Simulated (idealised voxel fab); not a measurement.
process module | voxel capacitor over wiring
cross-section cut | 290 nm wide | cells 5 nm
A cross-section is a grid of square cells, given in bands from the top down. A band is one or more rows of cells.
Each band's line starts with the height of the band's top and of its bottom, in nm. Then come its materials from left to right, each with its width in nm. One material with "throughout" fills the band from edge to edge. "air" is empty space.
Height 0 is the level under which the wafer as received is all one material. The lowest band goes on downwards, as in "0 down".
A width such as "30 to 40" changes by the same amount from each row of cells to the next, from the band's top row to its bottom row.
"no change" after a step means that no cell of the cross-section changed.
closed voids: empty space of 8 cells or more with no open way to the top, each as width x height at its distance from the left edge, in nm
after a step's settings: what the simulator itself notes on the step
overlay nm, on a step with a mask: how far to the right of its planned place the mask lay; to the left if negative
plan
1 op RECEIVE | material Si
2 op CONFORMAL_DEP | material SiO2 | thk nm 15
3 op CONFORMAL_DEP | material SiN | thk nm 5
4 op DIRECTIONAL_DEP | material SiO2 | thk nm 25
5 op PATTERN | tone open | mask id METAL_1 | material resist | width nm 30 | pitch nm 100 | thk nm 20 | overlay nm 0
6 op DIRECTIONAL_ETCH | etch materials SiO2 | depth nm 25
7 op DIRECTIONAL_ETCH | etch materials SiN | depth nm 5
8 op STRIP | etch materials resist
9 op CONFORMAL_DEP | material TiN | thk nm 5
10 op FILL_DEP | material Cu | thk nm 10
11 op CMP | height nm 45
12 op CONFORMAL_DEP | material SiCN | thk nm 5
13 op DIRECTIONAL_DEP | material SiO2 | thk nm 15
14 op MASKED_ETCH | tone open | mask id PLUG_1 | width nm 15 | etch materials SiO2 | depth nm 15 | overlay nm 0
15 op MASKED_ETCH | tone open | mask id PLUG_1 | width nm 15 | etch materials SiCN | depth nm 5 | overlay nm 0
16 op CONFORMAL_DEP | material TiN | thk nm 5
17 op FILL_DEP | material Cu | thk nm 10
18 op CMP | height nm 65
19 op DIRECTIONAL_DEP | material TiN | thk nm 10
20 op DIRECTIONAL_DEP | material Al2O3 | thk nm 5
21 op DIRECTIONAL_DEP | material TiN | thk nm 10
22 op MASKED_ETCH | tone cover | mask id UPPER_PLATE | width nm 75 | etch materials TiN | depth nm 10 | overlay nm 0
23 op MASKED_ETCH | tone cover | mask id UPPER_PLATE | width nm 75 | etch materials Al2O3 | depth nm 5 | overlay nm 0
24 op MASKED_ETCH | tone cover | mask id LOWER_PLATE | width nm 85 | etch materials TiN | depth nm 10 | overlay nm 0
25 op FILL_DEP | material SiO2 | thk nm 20
26 op CMP | height nm 105
27 op PATTERN | tone open | mask id PLUG_2 | material resist | width nm 15 | thk nm 20 | overlay nm 0
28 op DIRECTIONAL_ETCH | etch materials SiO2 | depth nm 15
29 op STRIP | etch materials resist
30 op CONFORMAL_DEP | material TiN | thk nm 5
31 op FILL_DEP | material W | thk nm 5
32 op CMP | height nm 105
33 op CONFORMAL_DEP | material SiCN | thk nm 5
as received, after step 1
  0 down: Si throughout
  closed voids: none
first wafer at the end, as planned
  110 to 105: SiCN throughout
  105 to 95: SiO2 105 | TiN 5 | W 5 | TiN 5 | SiO2 170
  95 to 90: SiO2 105 | TiN 15 | SiO2 170
  90 to 80: SiO2 95 | TiN 75 | SiO2 120
  80 to 75: SiO2 95 | Al2O3 75 | SiO2 120
  75 to 65: SiO2 90 | TiN 85 | SiO2 115
  65 to 50: SiO2 95 | TiN 5 | Cu 5 | TiN 5 | SiO2 180
  50 to 45: SiCN 95 | TiN 15 | SiCN 180
  45 to 20: SiO2 80 | TiN 5 | Cu 20 | TiN 5 | SiO2 70 | TiN 5 | Cu 20 | TiN 5 | SiO2 80
  20 to 15: SiN 80 | TiN 30 | SiN 70 | TiN 30 | SiN 80
  15 to 0: SiO2 throughout
  0 down: Si throughout
  closed voids: none
second wafer at the end: like start, like plan, one mistake
  110 to 105: SiCN throughout
  105 to 95: SiO2 105 | TiN 5 | W 5 | TiN 5 | SiO2 170
  95 to 90: SiO2 105 | TiN 15 | SiO2 170
  90 to 80: SiO2 100 | TiN 70 | SiO2 120
  80 to 75: SiO2 95 | Al2O3 75 | SiO2 120
  75 to 65: SiO2 95 | TiN 90 | SiO2 105
  65 to 50: SiO2 95 | TiN 5 | Cu 5 | TiN 5 | SiO2 180
  50 to 45: SiCN 95 | TiN 15 | SiCN 180
  45 to 20: SiO2 80 | TiN 5 | Cu 20 | TiN 5 | SiO2 70 | TiN 5 | Cu 20 | TiN 5 | SiO2 80
  20 to 15: SiN 80 | TiN 30 | SiN 70 | TiN 30 | SiN 80
  15 to 0: SiO2 throughout
  0 down: Si throughout
  closed voids: none
what went wrong: step 24 ran as: op MASKED_ETCH | tone cover | mask id LOWER_PLATE | width nm 85 | etch materials TiN | depth nm 10 | overlay nm 10
at the end the second wafer has, in cells: as many of each material as the first, in other places
